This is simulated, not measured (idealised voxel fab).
The following is a process module called voxel air gaps.
We display cut, a cross-section 280 nm in width whose square cells are each 5 nm.
How to read a cross-section here: the picture is a grid of square cells, written as bands going from the top down, and any band can span one or more rows of cells. The band entry comprises the height of the band's top followed by the height of its bottom, expressed in nm, and subsequently the band's materials from left to right, each stated together with its width in nm. Where a single material is marked with the word "edge to edge", that material fills the band from edge to edge. The word "empty" represents empty space. We count height from 0. Below that, the starting wafer is all one material. The lowest band never ends at the bottom but goes on down; see "0 and below" for how that is written. When a width is written as two numbers, as in "30->40", the first number is the width in the top row of cells of the band and the second is the width in its bottom row, and the width changes by the same amount from each row to the next. Step note "changes: none" = no cross-section cell changed. Listed in "Voids, sealed": every empty space of 8 or more cells without an open way to the top. Form: width x height at distance, the distance being from the left edge, all in nm. after a step's settings: what the simulator itself notes on the step. The setting "overlay nm" may be written on the line of a step. When the step uses a mask, the value reports how far to the right of the planned place the mask lay, and a negative value reports that it lay to the left.

List of planned process steps
1) RECEIVE: material Si
2) CONFORMAL_DEP: material SiO2, thk nm 10
3) CONFORMAL_DEP: material SiCN, thk nm 5
4) DIRECTIONAL_DEP: material SiO2, thk nm 35
5) MASKED_ETCH: tone open, mask id LINES, width nm 25, pitch nm 50, etch materials SiO2, depth nm 35, overlay nm 0
6) CONFORMAL_DEP: material TiN, thk nm 5
7) FILL_DEP: material Cu, thk nm 10
8) CMP: height nm 50
9) EPI: material Ru, thk nm 10
10) SELECTIVE_ETCH: etch materials SiO2, depth nm 45
11) CONFORMAL_DEP: material SiCN, thk nm 5

The first of two wafers, run as planned

Cross-section of the wafer as it came to us, i.e., already through step 1
- 0 and below | Si edge to edge
- Voids, sealed: none

Sectional view: wafer, after step 2
- 10 down to 0 | SiO2 edge to edge
- Below a height of 0, the structure has not been altered.

Sectional view: wafer, after step 3
- 15 down to 10 | SiCN edge to edge
- Below a height of 10, the structure has not been altered.

Sectional view: wafer, after step 4
- 50 down to 15 | SiO2 edge to edge
- Below a height of 15, the structure has not been altered.

Sectional view: wafer, after step 5
- 50 down to 15 | 50 SiO2, then 25 empty, then 25 SiO2, then 25 empty, then 25 SiO2, then 25 empty, then 25 SiO2, then 25 empty, then 55 SiO2
- Below a height of 15, the structure has not been altered.

Sectional view: wafer, after step 6
- 55 down to 50 | 55 TiN, then 15 empty, then 35 TiN, then 15 empty, then 35 TiN, then 15 empty, then 35 TiN, then 15 empty, then 60 TiN
- 50 down to 20 | 50 SiO2, then 5 TiN, then 15 empty, then 5 TiN, then 25 SiO2, then 5 TiN, then 15 empty, then 5 TiN, then 25 SiO2, then 5 TiN, then 15 empty, then 5 TiN, then 25 SiO2, then 5 TiN, then 15 empty, then 5 TiN, then 55 SiO2
- 20 down to 15 | 50 SiO2, then 25 TiN, then 25 SiO2, then 25 TiN, then 25 SiO2, then 25 TiN, then 25 SiO2, then 25 TiN, then 55 SiO2
- Below a height of 15, the structure has not been altered.

Sectional view: wafer, after step 7
- 65 down to 55 | Cu edge to edge
- 55 down to 50 | 55 TiN, then 15 Cu, then 35 TiN, then 15 Cu, then 35 TiN, then 15 Cu, then 35 TiN, then 15 Cu, then 60 TiN
- 50 down to 20 | 50 SiO2, then 5 TiN, then 15 Cu, then 5 TiN, then 25 SiO2, then 5 TiN, then 15 Cu, then 5 TiN, then 25 SiO2, then 5 TiN, then 15 Cu, then 5 TiN, then 25 SiO2, then 5 TiN, then 15 Cu, then 5 TiN, then 55 SiO2
- Below a height of 20, the structure has not been altered.

Sectional view: wafer, after step 8
- 50 down to 20 | 50 SiO2, then 5 TiN, then 15 Cu, then 5 TiN, then 25 SiO2, then 5 TiN, then 15 Cu, then 5 TiN, then 25 SiO2, then 5 TiN, then 15 Cu, then 5 TiN, then 25 SiO2, then 5 TiN, then 15 Cu, then 5 TiN, then 55 SiO2
- Below a height of 20, the structure has not been altered.

Sectional view: wafer, after step 9
- 60 down to 50 | 40 empty, then 45 Ru, then 5 empty, then 45 Ru, then 5 empty, then 45 Ru, then 5 empty, then 45 Ru, then 45 empty
- Below a height of 50, the structure has not been altered.

Sectional view: wafer, after step 10
- 60 down to 50 | 40 empty, then 45 Ru, then 5 empty, then 45 Ru, then 5 empty, then 45 Ru, then 5 empty, then 45 Ru, then 45 empty
- 50 down to 20 | 50 empty, then 5 TiN, then 15 Cu, then 5 TiN, then 25 empty, then 5 TiN, then 15 Cu, then 5 TiN, then 25 empty, then 5 TiN, then 15 Cu, then 5 TiN, then 25 empty, then 5 TiN, then 15 Cu, then 5 TiN, then 55 empty
- 20 down to 15 | 50 empty, then 25 TiN, then 25 empty, then 25 TiN, then 25 empty, then 25 TiN, then 25 empty, then 25 TiN, then 55 empty
- Below a height of 15, the structure has not been altered.

Sectional view: wafer, after step 11
- 65 down to 60 | 35 empty, then 205 SiCN, then 40 empty
- 60 down to 50 | 35 empty, then 5 SiCN, then 45 Ru, then 5 SiCN, then 45 Ru, then 5 SiCN, then 45 Ru, then 5 SiCN, then 45 Ru, then 5 SiCN, then 40 empty
- 50 down to 45 | 35 empty, then 15 SiCN, then 5 TiN, then 15 Cu, then 5 TiN, then 25 SiCN, then 5 TiN, then 15 Cu, then 5 TiN, then 25 SiCN, then 5 TiN, then 15 Cu, then 5 TiN, then 25 SiCN, then 5 TiN, then 15 Cu, then 5 TiN, then 15 SiCN, then 40 empty
- 45 down to 20 | 45 empty, then 5 SiCN, then 5 TiN, then 15 Cu, then 5 TiN, then 5 SiCN, then 15 empty, then 5 SiCN, then 5 TiN, then 15 Cu, then 5 TiN, then 5 SiCN, then 15 empty, then 5 SiCN, then 5 TiN, then 15 Cu, then 5 TiN, then 5 SiCN, then 15 empty, then 5 SiCN, then 5 TiN, then 15 Cu, then 5 TiN, then 5 SiCN, then 50 empty
- 20 down to 15 | 50 SiCN, then 25 TiN, then 25 SiCN, then 25 TiN, then 25 SiCN, then 25 TiN, then 25 SiCN, then 25 TiN, then 55 SiCN
- Below a height of 15, the structure has not been altered.
- Voids, sealed: 15 x 25 at 80; 15 x 25 at 130; 15 x 25 at 180

Second of two: same start, same plan, one run error; steps up to and including 10 match the first

Cross-section of the second wafer at the time step 11 of the plan should have ended
- 65 down to 50 | 35 empty, then 205 Ru, then 40 empty
- 50 down to 45 | 35 empty, then 15 Ru, then 5 TiN, then 15 Cu, then 5 TiN, then 25 Ru, then 5 TiN, then 15 Cu, then 5 TiN, then 25 Ru, then 5 TiN, then 15 Cu, then 5 TiN, then 25 Ru, then 5 TiN, then 15 Cu, then 5 TiN, then 15 Ru, then 40 empty
- 45 down to 20 | 45 empty, then 5 Ru, then 5 TiN, then 15 Cu, then 5 TiN, then 5 Ru, then 15 empty, then 5 Ru, then 5 TiN, then 15 Cu, then 5 TiN, then 5 Ru, then 15 empty, then 5 Ru, then 5 TiN, then 15 Cu, then 5 TiN, then 5 Ru, then 15 empty, then 5 Ru, then 5 TiN, then 15 Cu, then 5 TiN, then 5 Ru, then 50 empty
- 20 down to 15 | 50 Ru, then 25 TiN, then 25 Ru, then 25 TiN, then 25 Ru, then 25 TiN, then 25 Ru, then 25 TiN, then 55 Ru
- Below a height of 15, the structure has not been altered.
- Voids, sealed: 15 x 25 at 80; 15 x 25 at 130; 15 x 25 at 180
What broke from the plan during processing? step 11 deviated from plan and actually ran as CONFORMAL_DEP: material Ru, thk nm 5
Bottom line after processing is that, in cells, the second wafer is up or down on some materials versus the first: Ru +148, SiCN -148
